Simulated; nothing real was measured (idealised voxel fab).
process module | voxel plated lines
cross-section cut | 225 nm wide | cells 5 nm
A cross-section is a grid of square cells, given in bands from the top down. A band is one or more rows of cells.
Each band's line starts with the height of the band's top and of its bottom, in nm. Then come its materials from left to right, each with its width in nm. One material with "throughout" fills the band from edge to edge. "air" is empty space.
Height 0 is the level under which the wafer as received is all one material. The lowest band goes on downwards, as in "0 down".
A width such as "30 to 40" changes by the same amount from each row of cells to the next, from the band's top row to its bottom row.
"no change" after a step means that no cell of the cross-section changed.
closed voids: empty space of 8 cells or more with no open way to the top, each as width x height at its distance from the left edge, in nm
after a step's settings: what the simulator itself notes on the step
overlay nm, on a step with a mask: how far to the right of its planned place the mask lay; to the left if negative
plan
1 op RECEIVE | material Si
2 op CONFORMAL_DEP | material Al2O3 | thk nm 15
3 op DIRECTIONAL_DEP | material TiN | thk nm 5
4 op PATTERN | tone open | mask id LINES | material resist | width nm 20 | pitch nm 45 | thk nm 30 | overlay nm 0
5 op EPI | material Ru | thk nm 5
6 op EPI | material Ru | thk nm 10
7 op STRIP | etch materials resist
8 op DIRECTIONAL_ETCH | etch materials TiN | depth nm 5
9 op CONFORMAL_DEP | material SiN | thk nm 5
first wafer, as planned
as received, after step 1
  0 down: Si throughout
  closed voids: none
after step 2
  15 to 0: Al2O3 throughout
  below 0: unchanged
after step 3
  20 to 15: TiN throughout
  below 15: unchanged
after step 4
  50 to 20: resist 35 | air 20 | resist 25 | air 20 | resist 25 | air 20 | resist 25 | air 20 | resist 35
  below 20: unchanged
after step 5
  50 to 25: resist 35 | air 20 | resist 25 | air 20 | resist 25 | air 20 | resist 25 | air 20 | resist 35
  25 to 20: resist 35 | Ru 20 | resist 25 | Ru 20 | resist 25 | Ru 20 | resist 25 | Ru 20 | resist 35
  below 20: unchanged
after step 6
  50 to 35: resist 35 | air 20 | resist 25 | air 20 | resist 25 | air 20 | resist 25 | air 20 | resist 35
  35 to 20: resist 35 | Ru 20 | resist 25 | Ru 20 | resist 25 | Ru 20 | resist 25 | Ru 20 | resist 35
  below 20: unchanged
after step 7
  35 to 20: air 35 | Ru 20 | air 25 | Ru 20 | air 25 | Ru 20 | air 25 | Ru 20 | air 35
  below 20: unchanged
after step 8
  35 to 20: air 35 | Ru 20 | air 25 | Ru 20 | air 25 | Ru 20 | air 25 | Ru 20 | air 35
  20 to 15: air 35 | TiN 20 | air 25 | TiN 20 | air 25 | TiN 20 | air 25 | TiN 20 | air 35
  below 15: unchanged
after step 9
  40 to 35: air 30 | SiN 30 | air 15 | SiN 30 | air 15 | SiN 30 | air 15 | SiN 30 | air 30
  35 to 20: air 30 | SiN 5 | Ru 20 | SiN 5 | air 15 | SiN 5 | Ru 20 | SiN 5 | air 15 | SiN 5 | Ru 20 | SiN 5 | air 15 | SiN 5 | Ru 20 | SiN 5 | air 30
  20 to 15: SiN 35 | TiN 20 | SiN 25 | TiN 20 | SiN 25 | TiN 20 | SiN 25 | TiN 20 | SiN 35
  below 15: unchanged
second wafer: like start, like plan, one mistake. Through step 3 it matches the first wafer
when step 4 should have ended
  50 to 20: resist 30 | air 30 | resist 15 | air 30 | resist 15 | air 30 | resist 15 | air 30 | resist 30
  below 20: unchanged
when step 5 should have ended
  50 to 25: resist 30 | air 30 | resist 15 | air 30 | resist 15 | air 30 | resist 15 | air 30 | resist 30
  25 to 20: resist 30 | Ru 30 | resist 15 | Ru 30 | resist 15 | Ru 30 | resist 15 | Ru 30 | resist 30
  below 20: unchanged
when step 6 should have ended
  50 to 35: resist 30 | air 30 | resist 15 | air 30 | resist 15 | air 30 | resist 15 | air 30 | resist 30
  35 to 20: resist 30 | Ru 30 | resist 15 | Ru 30 | resist 15 | Ru 30 | resist 15 | Ru 30 | resist 30
  below 20: unchanged
when step 7 should have ended
  35 to 20: air 30 | Ru 30 | air 15 | Ru 30 | air 15 | Ru 30 | air 15 | Ru 30 | air 30
  below 20: unchanged
when step 8 should have ended
  35 to 20: air 30 | Ru 30 | air 15 | Ru 30 | air 15 | Ru 30 | air 15 | Ru 30 | air 30
  20 to 15: air 30 | TiN 30 | air 15 | TiN 30 | air 15 | TiN 30 | air 15 | TiN 30 | air 30
  below 15: unchanged
when step 9 should have ended
  40 to 35: air 25 | SiN 40 | air 5 | SiN 40 | air 5 | SiN 40 | air 5 | SiN 40 | air 25
  35 to 20: air 25 | SiN 5 | Ru 30 | SiN 5 | air 5 | SiN 5 | Ru 30 | SiN 5 | air 5 | SiN 5 | Ru 30 | SiN 5 | air 5 | SiN 5 | Ru 30 | SiN 5 | air 25
  20 to 15: SiN 30 | TiN 30 | SiN 15 | TiN 30 | SiN 15 | TiN 30 | SiN 15 | TiN 30 | SiN 30
  below 15: unchanged
what went wrong: step 4 ran as: op PATTERN | tone open | mask id LINES | material resist | width nm 30 | pitch nm 45 | thk nm 30 | overlay nm 0
at the end the second wafer has, in cells: 24 more of Ru | 8 more of TiN
